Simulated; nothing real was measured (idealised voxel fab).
process module | voxel transistor to metal
The cross-section shown here is cut; it is 155 nm wide and divided into square cells measuring 5 nm on a side.
Each cross-section below is a grid of square cells, stated as bands in top-down order, with one or more rows of cells making up each band. Top, bottom (nm), then materials left to right with widths (nm); lone material tagged "edge to edge" fills the whole band edge to edge; "blank" = empty space. Where do heights start? At 0: under that level the wafer as delivered is made of one material only. And the lowest band has no floor; it just carries on downward, as in "0 down". Per-row width for "30..40": begins at first number (top row of band), ends at second number (bottom row), increment between rows held constant. "no modification", as given for a step, is the statement that not any cell of the cross-section underwent a change during that step. "Unvented cavities" contains a list of empty spaces, each no smaller than 8 cells and without an open way to the top, written in the form width x height at distance with the distance from the left edge and all three in nm. Anything after a step's settings on that line? It's the simulator's own note about the step. The setting "overlay nm" may be written on the line of a step. When the step uses a mask, the value reports how far to the right of the planned place the mask lay, and a negative value reports that it lay to the left.
plan:
1. RECEIVE [material Si]
2. OXIDIZE [depth nm 5]
3. CONFORMAL_DEP [material SiN] [thk nm 15]
4. MASKED_ETCH [tone cover] [mask id ACTIVE] [width nm 115] [etch materials SiN] [depth nm 15] [overlay nm 0]
5. MASKED_ETCH [tone cover] [mask id ACTIVE] [width nm 115] [etch materials SiO2] [depth nm 5] [overlay nm 0]
6. MASKED_ETCH [tone cover] [mask id ACTIVE] [width nm 115] [etch materials Si] [depth nm 25] [overlay nm 0]
7. FILL_DEP [material SiO2] [thk nm 15]
8. CMP [height nm 15]
9. SELECTIVE_ETCH [etch materials SiO2] [depth nm 10]
10. STRIP [etch materials SiN]
11. SELECTIVE_ETCH [etch materials SiO2] [depth nm 5]
12. OXIDIZE [depth nm 5]
13. DIRECTIONAL_DEP [material polySi] [thk nm 30]
14. DIRECTIONAL_DEP [material SiCN] [thk nm 10]
15. MASKED_ETCH [tone cover] [mask id GATE] [width nm 25] [etch materials SiCN] [depth nm 20] [overlay nm 0]
16. MASKED_ETCH [tone cover] [mask id GATE] [width nm 25] [etch materials polySi] [depth nm 40] [overlay nm 0]
17. CONFORMAL_DEP [material SiN] [thk nm 5]
18. DIRECTIONAL_ETCH [etch materials SiN] [depth nm 5]
19. DIRECTIONAL_ETCH [etch materials SiO2] [depth nm 5]
20. DIRECTIONAL_ETCH [etch materials Si] [depth nm 5]
21. EPI [material pSi] [thk nm 5]
22. FILL_DEP [material SiO2] [thk nm 5]
23. CMP [height nm 35]
24. DIRECTIONAL_DEP [material SiO2] [thk nm 10]
25. DIRECTIONAL_DEP [material aC] [thk nm 10]
26. PATTERN [tone open] [mask id CONTACT] [material resist] [width nm 20] [pitch nm 85] [thk nm 25] [overlay nm 0]
27. DIRECTIONAL_ETCH [etch materials aC] [depth nm 10]
28. STRIP [etch materials resist]
29. DIRECTIONAL_ETCH [etch materials SiO2] [depth nm 55]
30. STRIP [etch materials aC]
31. CONFORMAL_DEP [material TiN] [thk nm 5]
32. FILL_DEP [material W] [thk nm 5]
33. CMP [height nm 45]
34. DIRECTIONAL_DEP [material TiN] [thk nm 5]
35. DIRECTIONAL_DEP [material Ru] [thk nm 25]
36. PATTERN [tone cover] [mask id METAL_1] [material resist] [width nm 20] [pitch nm 85] [thk nm 15] [overlay nm 0]
37. DIRECTIONAL_ETCH [etch materials Ru] [depth nm 25]
38. DIRECTIONAL_ETCH [etch materials TiN] [depth nm 5]
39. STRIP [etch materials resist]
40. FILL_DEP [material lowk] [thk nm 10]
41. CMP [height nm 75]
42. CONFORMAL_DEP [material SiCN] [thk nm 5]
43. DIRECTIONAL_DEP [material SiO2] [thk nm 25]
44. MASKED_ETCH [tone open] [mask id METAL_2] [width nm 20] [pitch nm 85] [etch materials SiO2] [depth nm 15] [overlay nm 0]
45. PATTERN [tone open] [mask id METAL_2_HOLES] [material resist] [width nm 15] [pitch nm 85] [thk nm 15] [overlay nm 0]
46. DIRECTIONAL_ETCH [etch materials SiO2] [depth nm 10]
47. DIRECTIONAL_ETCH [etch materials SiCN] [depth nm 5]
48. STRIP [etch materials resist]
49. CONFORMAL_DEP [material TiN] [thk nm 5]
50. FILL_DEP [material Cu] [thk nm 5]
51. CMP [height nm 105]
52. CONFORMAL_DEP [material SiCN] [thk nm 5]
First of two wafers: run as planned:
Step 1 complete: cross-section of the wafer as received:
0 down | Si edge to edge
Unvented cavities: none
So this is the wafer cross-section right after step 2:
0 to -5 | SiO2 edge to edge
At heights below -5, the structure remains unaltered.
So this is the wafer cross-section right after step 3:
15 to 0 | SiN edge to edge
At heights below 0, the structure remains unaltered.
So this is the wafer cross-section right after step 4:
15 to 0 | 20 blank / 115 SiN / 20 blank
At heights below 0, the structure remains unaltered.
So this is the wafer cross-section right after step 5:
15 to 0 | 20 blank / 115 SiN / 20 blank
0 to -5 | 20 blank / 115 SiO2 / 20 blank
At heights below -5, the structure remains unaltered.
So this is the wafer cross-section right after step 6:
15 to 0 | 20 blank / 115 SiN / 20 blank
0 to -5 | 20 blank / 115 SiO2 / 20 blank
-5 to -30 | 20 blank / 115 Si / 20 blank
At heights below -30, the structure remains unaltered.
So this is the wafer cross-section right after step 7:
30 to 15 | SiO2 edge to edge
15 to 0 | 20 SiO2 / 115 SiN / 20 SiO2
0 to -5 | SiO2 edge to edge
-5 to -30 | 20 SiO2 / 115 Si / 20 SiO2
At heights below -30, the structure remains unaltered.
So this is the wafer cross-section right after step 8:
15 to 0 | 20 SiO2 / 115 SiN / 20 SiO2
At heights below 0, the structure remains unaltered.
So this is the wafer cross-section right after step 9:
15 to 5 | 20 blank / 115 SiN / 20 blank
At heights below 5, the structure remains unaltered.
So this is the wafer cross-section right after step 10:
5 to 0 | 20 SiO2 / 115 blank / 20 SiO2
At heights below 0, the structure remains unaltered.
So this is the wafer cross-section right after step 11:
0 to -5 | 15 SiO2 / 125 blank / 15 SiO2
At heights below -5, the structure remains unaltered.
So this is the wafer cross-section right after step 12:
0 to -5 | 15 SiO2 / 125 blank / 15 SiO2
-5 to -10 | SiO2 edge to edge
At heights below -10, the structure remains unaltered.
So this is the wafer cross-section right after step 13:
30 to 25 | 15 polySi / 125 blank / 15 polySi
25 to 0 | polySi edge to edge
0 to -5 | 15 SiO2 / 125 polySi / 15 SiO2
At heights below -5, the structure remains unaltered.
So this is the wafer cross-section right after step 14:
40 to 35 | 15 SiCN / 125 blank / 15 SiCN
35 to 30 | SiCN edge to edge
30 to 25 | 15 polySi / 125 SiCN / 15 polySi
At heights below 25, the structure remains unaltered.
So this is the wafer cross-section right after step 15:
35 to 30 | 65 blank / 25 SiCN / 65 blank
30 to 25 | 15 polySi / 50 blank / 25 SiCN / 50 blank / 15 polySi
At heights below 25, the structure remains unaltered.
So this is the wafer cross-section right after step 16:
35 to 25 | 65 blank / 25 SiCN / 65 blank
25 to 0 | 65 blank / 25 polySi / 65 blank
0 to -5 | 15 SiO2 / 50 blank / 25 polySi / 50 blank / 15 SiO2
At heights below -5, the structure remains unaltered.
So this is the wafer cross-section right after step 17:
40 to 35 | 60 blank / 35 SiN / 60 blank
35 to 25 | 60 blank / 5 SiN / 25 SiCN / 5 SiN / 60 blank
25 to 5 | 60 blank / 5 SiN / 25 polySi / 5 SiN / 60 blank
5 to 0 | 20 SiN / 40 blank / 5 SiN / 25 polySi / 5 SiN / 40 blank / 20 SiN
0 to -5 | 15 SiO2 / 50 SiN / 25 polySi / 50 SiN / 15 SiO2
At heights below -5, the structure remains unaltered.
So this is the wafer cross-section right after step 18:
35 to 25 | 60 blank / 5 SiN / 25 SiCN / 5 SiN / 60 blank
25 to 0 | 60 blank / 5 SiN / 25 polySi / 5 SiN / 60 blank
0 to -5 | 15 SiO2 / 5 SiN / 40 blank / 5 SiN / 25 polySi / 5 SiN / 40 blank / 5 SiN / 15 SiO2
At heights below -5, the structure remains unaltered.
So this is the wafer cross-section right after step 19:
35 to 25 | 60 blank / 5 SiN / 25 SiCN / 5 SiN / 60 blank
25 to 0 | 60 blank / 5 SiN / 25 polySi / 5 SiN / 60 blank
0 to -5 | 15 blank / 5 SiN / 40 blank / 5 SiN / 25 polySi / 5 SiN / 40 blank / 5 SiN / 15 blank
-5 to -10 | 20 SiO2 / 40 blank / 35 SiO2 / 40 blank / 20 SiO2
At heights below -10, the structure remains unaltered.
So this is the wafer cross-section right after step 20:
35 to 25 | 60 blank / 5 SiN / 25 SiCN / 5 SiN / 60 blank
25 to 0 | 60 blank / 5 SiN / 25 polySi / 5 SiN / 60 blank
0 to -5 | 15 blank / 5 SiN / 40 blank / 5 SiN / 25 polySi / 5 SiN / 40 blank / 5 SiN / 15 blank
-5 to -10 | 20 SiO2 / 40 blank / 35 SiO2 / 40 blank / 20 SiO2
-10 to -15 | 20 SiO2 / 40 blank / 35 Si / 40 blank / 20 SiO2
At heights below -15, the structure remains unaltered.
So this is the wafer cross-section right after step 21:
35 to 25 | 60 blank / 5 SiN / 25 SiCN / 5 SiN / 60 blank
25 to 0 | 60 blank / 5 SiN / 25 polySi / 5 SiN / 60 blank
0 to -5 | 15 blank / 5 SiN / 40 blank / 5 SiN / 25 polySi / 5 SiN / 40 blank / 5 SiN / 15 blank
-5 to -10 | 20 SiO2 / 35 blank / 5 pSi / 35 SiO2 / 5 pSi / 35 blank / 20 SiO2
-10 to -15 | 20 SiO2 / 40 pSi / 35 Si / 40 pSi / 20 SiO2
At heights below -15, the structure remains unaltered.
So this is the wafer cross-section right after step 22:
40 to 35 | SiO2 edge to edge
35 to 25 | 60 SiO2 / 5 SiN / 25 SiCN / 5 SiN / 60 SiO2
25 to 0 | 60 SiO2 / 5 SiN / 25 polySi / 5 SiN / 60 SiO2
0 to -5 | 15 SiO2 / 5 SiN / 40 SiO2 / 5 SiN / 25 polySi / 5 SiN / 40 SiO2 / 5 SiN / 15 SiO2
-5 to -10 | 55 SiO2 / 5 pSi / 35 SiO2 / 5 pSi / 55 SiO2
At heights below -10, the structure remains unaltered.
So this is the wafer cross-section right after step 23:
35 to 25 | 60 SiO2 / 5 SiN / 25 SiCN / 5 SiN / 60 SiO2
At heights below 25, the structure remains unaltered.
So this is the wafer cross-section right after step 24:
45 to 35 | SiO2 edge to edge
At heights below 35, the structure remains unaltered.
So this is the wafer cross-section right after step 25:
55 to 45 | aC edge to edge
At heights below 45, the structure remains unaltered.
So this is the wafer cross-section right after step 26:
80 to 55 | 25 resist / 20 blank / 65 resist / 20 blank / 25 resist
At heights below 55, the structure remains unaltered.
So this is the wafer cross-section right after step 27:
70 to 55 | 25 resist / 20 blank / 65 resist / 20 blank / 25 resist
55 to 45 | 25 aC / 20 blank / 65 aC / 20 blank / 25 aC
At heights below 45, the structure remains unaltered.
So this is the wafer cross-section right after step 28:
55 to 45 | 25 aC / 20 blank / 65 aC / 20 blank / 25 aC
At heights below 45, the structure remains unaltered.
So this is the wafer cross-section right after step 29:
55 to 45 | 25 aC / 20 blank / 65 aC / 20 blank / 25 aC
45 to 35 | 25 SiO2 / 20 blank / 65 SiO2 / 20 blank / 25 SiO2
35 to 25 | 25 SiO2 / 20 blank / 15 SiO2 / 5 SiN / 25 SiCN / 5 SiN / 15 SiO2 / 20 blank / 25 SiO2
25 to 0 | 25 SiO2 / 20 blank / 15 SiO2 / 5 SiN / 25 polySi / 5 SiN / 15 SiO2 / 20 blank / 25 SiO2
0 to -5 | 15 SiO2 / 5 SiN / 5 SiO2 / 20 blank / 15 SiO2 / 5 SiN / 25 polySi / 5 SiN / 15 SiO2 / 20 blank / 5 SiO2 / 5 SiN / 15 SiO2
-5 to -10 | 25 SiO2 / 20 blank / 10 SiO2 / 5 pSi / 35 SiO2 / 5 pSi / 10 SiO2 / 20 blank / 25 SiO2
At heights below -10, the structure remains unaltered.
So this is the wafer cross-section right after step 30:
45 to 35 | 25 SiO2 / 20 blank / 65 SiO2 / 20 blank / 25 SiO2
At heights below 35, the structure remains unaltered.
So this is the wafer cross-section right after step 31:
50 to 45 | 30 TiN / 10 blank / 75 TiN / 10 blank / 30 TiN
45 to 35 | 25 SiO2 / 5 TiN / 10 blank / 5 TiN / 65 SiO2 / 5 TiN / 10 blank / 5 TiN / 25 SiO2
35 to 25 | 25 SiO2 / 5 TiN / 10 blank / 5 TiN / 15 SiO2 / 5 SiN / 25 SiCN / 5 SiN / 15 SiO2 / 5 TiN / 10 blank / 5 TiN / 25 SiO2
25 to 0 | 25 SiO2 / 5 TiN / 10 blank / 5 TiN / 15 SiO2 / 5 SiN / 25 polySi / 5 SiN / 15 SiO2 / 5 TiN / 10 blank / 5 TiN / 25 SiO2
0 to -5 | 15 SiO2 / 5 SiN / 5 SiO2 / 5 TiN / 10 blank / 5 TiN / 15 SiO2 / 5 SiN / 25 polySi / 5 SiN / 15 SiO2 / 5 TiN / 10 blank / 5 TiN / 5 SiO2 / 5 SiN / 15 SiO2
-5 to -10 | 25 SiO2 / 20 TiN / 10 SiO2 / 5 pSi / 35 SiO2 / 5 pSi / 10 SiO2 / 20 TiN / 25 SiO2
At heights below -10, the structure remains unaltered.
So this is the wafer cross-section right after step 32:
55 to 50 | W edge to edge
50 to 45 | 30 TiN / 10 W / 75 TiN / 10 W / 30 TiN
45 to 35 | 25 SiO2 / 5 TiN / 10 W / 5 TiN / 65 SiO2 / 5 TiN / 10 W / 5 TiN / 25 SiO2
35 to 25 | 25 SiO2 / 5 TiN / 10 W / 5 TiN / 15 SiO2 / 5 SiN / 25 SiCN / 5 SiN / 15 SiO2 / 5 TiN / 10 W / 5 TiN / 25 SiO2
25 to 0 | 25 SiO2 / 5 TiN / 10 W / 5 TiN / 15 SiO2 / 5 SiN / 25 polySi / 5 SiN / 15 SiO2 / 5 TiN / 10 W / 5 TiN / 25 SiO2
0 to -5 | 15 SiO2 / 5 SiN / 5 SiO2 / 5 TiN / 10 W / 5 TiN / 15 SiO2 / 5 SiN / 25 polySi / 5 SiN / 15 SiO2 / 5 TiN / 10 W / 5 TiN / 5 SiO2 / 5 SiN / 15 SiO2
At heights below -5, the structure remains unaltered.
So this is the wafer cross-section right after step 33:
45 to 35 | 25 SiO2 / 5 TiN / 10 W / 5 TiN / 65 SiO2 / 5 TiN / 10 W / 5 TiN / 25 SiO2
At heights below 35, the structure remains unaltered.
So this is the wafer cross-section right after step 34:
50 to 45 | TiN edge to edge
At heights below 45, the structure remains unaltered.
So this is the wafer cross-section right after step 35:
75 to 50 | Ru edge to edge
At heights below 50, the structure remains unaltered.
So this is the wafer cross-section right after step 36:
90 to 75 | 25 blank / 20 resist / 65 blank / 20 resist / 25 blank
At heights below 75, the structure remains unaltered.
So this is the wafer cross-section right after step 37:
90 to 75 | 25 blank / 20 resist / 65 blank / 20 resist / 25 blank
75 to 50 | 25 blank / 20 Ru / 65 blank / 20 Ru / 25 blank
At heights below 50, the structure remains unaltered.
So this is the wafer cross-section right after step 38:
90 to 75 | 25 blank / 20 resist / 65 blank / 20 resist / 25 blank
75 to 50 | 25 blank / 20 Ru / 65 blank / 20 Ru / 25 blank
50 to 45 | 25 blank / 20 TiN / 65 blank / 20 TiN / 25 blank
At heights below 45, the structure remains unaltered.
So this is the wafer cross-section right after step 39:
75 to 50 | 25 blank / 20 Ru / 65 blank / 20 Ru / 25 blank
At heights below 50, the structure remains unaltered.
So this is the wafer cross-section right after step 40:
85 to 75 | lowk edge to edge
75 to 50 | 25 lowk / 20 Ru / 65 lowk / 20 Ru / 25 lowk
50 to 45 | 25 lowk / 20 TiN / 65 lowk / 20 TiN / 25 lowk
At heights below 45, the structure remains unaltered.
So this is the wafer cross-section right after step 41:
75 to 50 | 25 lowk / 20 Ru / 65 lowk / 20 Ru / 25 lowk
At heights below 50, the structure remains unaltered.
So this is the wafer cross-section right after step 42:
80 to 75 | SiCN edge to edge
At heights below 75, the structure remains unaltered.
So this is the wafer cross-section right after step 43:
105 to 80 | SiO2 edge to edge
At heights below 80, the structure remains unaltered.
So this is the wafer cross-section right after step 44:
105 to 90 | 25 SiO2 / 20 blank / 65 SiO2 / 20 blank / 25 SiO2
At heights below 90, the structure remains unaltered.
So this is the wafer cross-section right after step 45:
120 to 105 | 25 resist / 15 blank / 70 resist / 15 blank / 30 resist
105 to 90 | 25 SiO2 / 15 blank / 5 resist / 65 SiO2 / 15 blank / 5 resist / 25 SiO2
At heights below 90, the structure remains unaltered.
So this is the wafer cross-section right after step 46:
120 to 105 | 25 resist / 15 blank / 70 resist / 15 blank / 30 resist
105 to 90 | 25 SiO2 / 15 blank / 5 resist / 65 SiO2 / 15 blank / 5 resist / 25 SiO2
90 to 80 | 25 SiO2 / 15 blank / 70 SiO2 / 15 blank / 30 SiO2
At heights below 80, the structure remains unaltered.
So this is the wafer cross-section right after step 47:
120 to 105 | 25 resist / 15 blank / 70 resist / 15 blank / 30 resist
105 to 90 | 25 SiO2 / 15 blank / 5 resist / 65 SiO2 / 15 blank / 5 resist / 25 SiO2
90 to 80 | 25 SiO2 / 15 blank / 70 SiO2 / 15 blank / 30 SiO2
80 to 75 | 25 SiCN / 15 blank / 70 SiCN / 15 blank / 30 SiCN
At heights below 75, the structure remains unaltered.
So this is the wafer cross-section right after step 48:
105 to 90 | 25 SiO2 / 20 blank / 65 SiO2 / 20 blank / 25 SiO2
At heights below 90, the structure remains unaltered.
So this is the wafer cross-section right after step 49:
110 to 105 | 30 TiN / 10 blank / 75 TiN / 10 blank / 30 TiN
105 to 95 | 25 SiO2 / 5 TiN / 10 blank / 5 TiN / 65 SiO2 / 5 TiN / 10 blank / 5 TiN / 25 SiO2
95 to 90 | 25 SiO2 / 5 TiN / 5 blank / 10 TiN / 65 SiO2 / 5 TiN / 5 blank / 10 TiN / 25 SiO2
90 to 80 | 25 SiO2 / 5 TiN / 5 blank / 5 TiN / 70 SiO2 / 5 TiN / 5 blank / 5 TiN / 30 SiO2
80 to 75 | 25 SiCN / 15 TiN / 70 SiCN / 15 TiN / 30 SiCN
At heights below 75, the structure remains unaltered.
So this is the wafer cross-section right after step 50:
115 to 110 | Cu edge to edge
110 to 105 | 30 TiN / 10 Cu / 75 TiN / 10 Cu / 30 TiN
105 to 95 | 25 SiO2 / 5 TiN / 10 Cu / 5 TiN / 65 SiO2 / 5 TiN / 10 Cu / 5 TiN / 25 SiO2
95 to 90 | 25 SiO2 / 5 TiN / 5 Cu / 10 TiN / 65 SiO2 / 5 TiN / 5 Cu / 10 TiN / 25 SiO2
90 to 80 | 25 SiO2 / 5 TiN / 5 Cu / 5 TiN / 70 SiO2 / 5 TiN / 5 Cu / 5 TiN / 30 SiO2
At heights below 80, the structure remains unaltered.
So this is the wafer cross-section right after step 51:
105 to 95 | 25 SiO2 / 5 TiN / 10 Cu / 5 TiN / 65 SiO2 / 5 TiN / 10 Cu / 5 TiN / 25 SiO2
At heights below 95, the structure remains unaltered.
So this is the wafer cross-section right after step 52:
110 to 105 | SiCN edge to edge
At heights below 105, the structure remains unaltered.
Wafer two: like wafer one in start and plan, but with one mistake in execution; identical up to and including step 41:
Second wafer cross-section, taken as of the time the plan sets for step 42 to be done:
100 to 75 | SiO2 edge to edge
At heights below 75, the structure remains unaltered.
Second wafer cross-section, taken as of the time the plan sets for step 43 to be done:
105 to 100 | SiCN edge to edge
At heights below 100, the structure remains unaltered.
Second wafer cross-section, taken as of the time the plan sets for step 44 to be done: no modification
Second wafer cross-section, taken as of the time the plan sets for step 45 to be done:
120 to 105 | 25 resist / 15 blank / 70 resist / 15 blank / 30 resist
At heights below 105, the structure remains unaltered.
Second wafer cross-section, taken as of the time the plan sets for step 46 to be done: no modification
Second wafer cross-section, taken as of the time the plan sets for step 47 to be done:
120 to 105 | 25 resist / 15 blank / 70 resist / 15 blank / 30 resist
105 to 100 | 25 SiCN / 15 blank / 70 SiCN / 15 blank / 30 SiCN
At heights below 100, the structure remains unaltered.
Second wafer cross-section, taken as of the time the plan sets for step 48 to be done:
105 to 100 | 25 SiCN / 15 blank / 70 SiCN / 15 blank / 30 SiCN
At heights below 100, the structure remains unaltered.
Second wafer cross-section, taken as of the time the plan sets for step 49 to be done:
110 to 105 | 30 TiN / 5 blank / 80 TiN / 5 blank / 35 TiN
105 to 100 | 25 SiCN / 15 TiN / 70 SiCN / 15 TiN / 30 SiCN
At heights below 100, the structure remains unaltered.
Second wafer cross-section, taken as of the time the plan sets for step 50 to be done:
115 to 110 | Cu edge to edge
110 to 105 | 30 TiN / 5 Cu / 80 TiN / 5 Cu / 35 TiN
At heights below 105, the structure remains unaltered.
Second wafer cross-section, taken as of the time the plan sets for step 51 to be done:
105 to 100 | 25 SiCN / 15 TiN / 70 SiCN / 15 TiN / 30 SiCN
At heights below 100, the structure remains unaltered.
Second wafer cross-section, taken as of the time the plan sets for step 52 to be done:
110 to 105 | SiCN edge to edge
At heights below 105, the structure remains unaltered.
The mistake made against the process plan was this: steps 42 and 43 of the plan were run in the wrong order, each in the other's place
Looking at both finished wafers in cells, the second ends up ahead of or behind the first on some materials: -14 Cu; +36 SiO2; -22 TiN
